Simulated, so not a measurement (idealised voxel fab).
Process module heading - voxel double patterning
cross-section cut | 265 nm wide | cells 5 nm
Heads up, the way a cross-section reads in here is a grid of square cells, handed over as bands from the top down, with every band being one or more rows of cells.
Heights first: top, then bottom, in nm. Then materials, left to right, each with a width in nm. "throughout" on a single material: fills the band edge to edge. "empty": empty space.
Ref level 0: as-received wafer is one material below here. Bottom band extends down with no lower bound ("top 0, no bottom").
The notation "30..40" denotes a width that varies across the rows of cells in the band, beginning at the first number in the top row, finishing at the second number in the bottom row, and changing by an identical amount from each row to the next.
"no modifications" (step): cross-section cells unchanged, all of them.
The list in "Enclosed void list" covers empty spaces of 8 cells or more that cannot reach the top through any open way, and it gives each as width x height at distance; the distance is from the left edge, and width, height and distance are in nm.
Where a step's line continues beyond its settings, the continuation is a remark by the simulator itself on that step.
overlay nm: mask right of planned place by this much (step with mask). Neg. = left.

Planned step list for the process:
1: op RECEIVE | material Si
2: op CONFORMAL_DEP | material SiO2 | thk nm 10
3: op DIRECTIONAL_DEP | material polySi | thk nm 10
4: op DIRECTIONAL_DEP | material SiCN | thk nm 5
5: op DIRECTIONAL_DEP | material aC | thk nm 15
6: op PATTERN | tone open | mask id FIRST | material resist | width nm 15 | pitch nm 50 | thk nm 30 | overlay nm 0
7: op DIRECTIONAL_ETCH | etch materials aC | depth nm 15
8: op STRIP | etch materials resist
9: op DIRECTIONAL_ETCH | etch materials SiCN | depth nm 5
10: op STRIP | etch materials aC
11: op PATTERN | tone open | mask id SECOND | material resist | width nm 15 | thk nm 15 | overlay nm 0
12: op DIRECTIONAL_ETCH | etch materials SiCN | depth nm 5
13: op STRIP | etch materials resist
14: op DIRECTIONAL_ETCH | etch materials polySi | depth nm 10
15: op STRIP | etch materials SiCN

First wafer, as planned:

Shown in cross-section is the wafer as received, that is, as it stands after step 1:
* top 0, no bottom: Si throughout
* Enclosed void list: none

Upon completion of step 2, the wafer appears in cross-section as shown:
* top 10, bottom 0: SiO2 throughout
* All layers under 0 are left as they were.

Upon completion of step 3, the wafer appears in cross-section as shown:
* top 20, bottom 10: polySi throughout
* All layers under 10 are left as they were.

Upon completion of step 4, the wafer appears in cross-section as shown:
* top 25, bottom 20: SiCN throughout
* All layers under 20 are left as they were.

Upon completion of step 5, the wafer appears in cross-section as shown:
* top 40, bottom 25: aC throughout
* All layers under 25 are left as they were.

Upon completion of step 6, the wafer appears in cross-section as shown:
* top 70, bottom 40: resist: 100, then empty: 15, then resist: 35, then empty: 15, then resist: 100
* All layers under 40 are left as they were.

Upon completion of step 7, the wafer appears in cross-section as shown:
* top 55, bottom 40: resist: 100, then empty: 15, then resist: 35, then empty: 15, then resist: 100
* top 40, bottom 25: aC: 100, then empty: 15, then aC: 35, then empty: 15, then aC: 100
* All layers under 25 are left as they were.

Upon completion of step 8, the wafer appears in cross-section as shown:
* top 40, bottom 25: aC: 100, then empty: 15, then aC: 35, then empty: 15, then aC: 100
* All layers under 25 are left as they were.

Upon completion of step 9, the wafer appears in cross-section as shown:
* top 40, bottom 25: aC: 100, then empty: 15, then aC: 35, then empty: 15, then aC: 100
* top 25, bottom 20: SiCN: 100, then empty: 15, then SiCN: 35, then empty: 15, then SiCN: 100
* All layers under 20 are left as they were.

Upon completion of step 10, the wafer appears in cross-section as shown:
* top 25, bottom 20: SiCN: 100, then empty: 15, then SiCN: 35, then empty: 15, then SiCN: 100
* All layers under 20 are left as they were.

Upon completion of step 11, the wafer appears in cross-section as shown:
* top 40, bottom 25: resist: 125, then empty: 15, then resist: 125
* top 25, bottom 20: SiCN: 100, then resist: 15, then SiCN: 35, then resist: 15, then SiCN: 100
* All layers under 20 are left as they were.

Upon completion of step 12, the wafer appears in cross-section as shown:
* top 40, bottom 25: resist: 125, then empty: 15, then resist: 125
* top 25, bottom 20: SiCN: 100, then resist: 15, then SiCN: 10, then empty: 15, then SiCN: 10, then resist: 15, then SiCN: 100
* All layers under 20 are left as they were.

Upon completion of step 13, the wafer appears in cross-section as shown:
* top 25, bottom 20: SiCN: 100, then empty: 15, then SiCN: 10, then empty: 15, then SiCN: 10, then empty: 15, then SiCN: 100
* All layers under 20 are left as they were.

Upon completion of step 14, the wafer appears in cross-section as shown:
* top 25, bottom 20: SiCN: 100, then empty: 15, then SiCN: 10, then empty: 15, then SiCN: 10, then empty: 15, then SiCN: 100
* top 20, bottom 10: polySi: 100, then empty: 15, then polySi: 10, then empty: 15, then polySi: 10, then empty: 15, then polySi: 100
* All layers under 10 are left as they were.

Upon completion of step 15, the wafer appears in cross-section as shown:
* top 20, bottom 10: polySi: 100, then empty: 15, then polySi: 10, then empty: 15, then polySi: 10, then empty: 15, then polySi: 100
* All layers under 10 are left as they were.

The second wafer: identical to the first at the outset and in its planned sequence, differing only in that one mistake was made during processing; up to and including step 4, its path is the first wafer's path:

Second wafer, sectioned view, at step 5's planned end time:
* top 40, bottom 25: SiO2 throughout
* All layers under 25 are left as they were.

Second wafer, sectioned view, at step 6's planned end time:
* top 70, bottom 40: resist: 100, then empty: 15, then resist: 35, then empty: 15, then resist: 100
* All layers under 40 are left as they were.

Second wafer, sectioned view, at step 7's planned end time:
* top 55, bottom 40: resist: 100, then empty: 15, then resist: 35, then empty: 15, then resist: 100
* All layers under 40 are left as they were.

Second wafer, sectioned view, at step 8's planned end time:
* top 40, bottom 25: SiO2 throughout
* All layers under 25 are left as they were.

Second wafer, sectioned view, at step 9's planned end time: no modifications

Second wafer, sectioned view, at step 10's planned end time: no modifications

Second wafer, sectioned view, at step 11's planned end time:
* top 55, bottom 40: resist: 125, then empty: 15, then resist: 125
* All layers under 40 are left as they were.

Second wafer, sectioned view, at step 12's planned end time: no modifications

Second wafer, sectioned view, at step 13's planned end time:
* top 40, bottom 25: SiO2 throughout
* All layers under 25 are left as they were.

Second wafer, sectioned view, at step 14's planned end time: no modifications

Second wafer, sectioned view, at step 15's planned end time: no modifications
Run error: in deviation from the planned setting, step 5 was conducted as op DIRECTIONAL_DEP | material SiO2 | thk nm 15
The closing comparison, in cells, has the second wafer with more or fewer of some materials than the first: SiCN +53 | SiO2 +159 | polySi +18
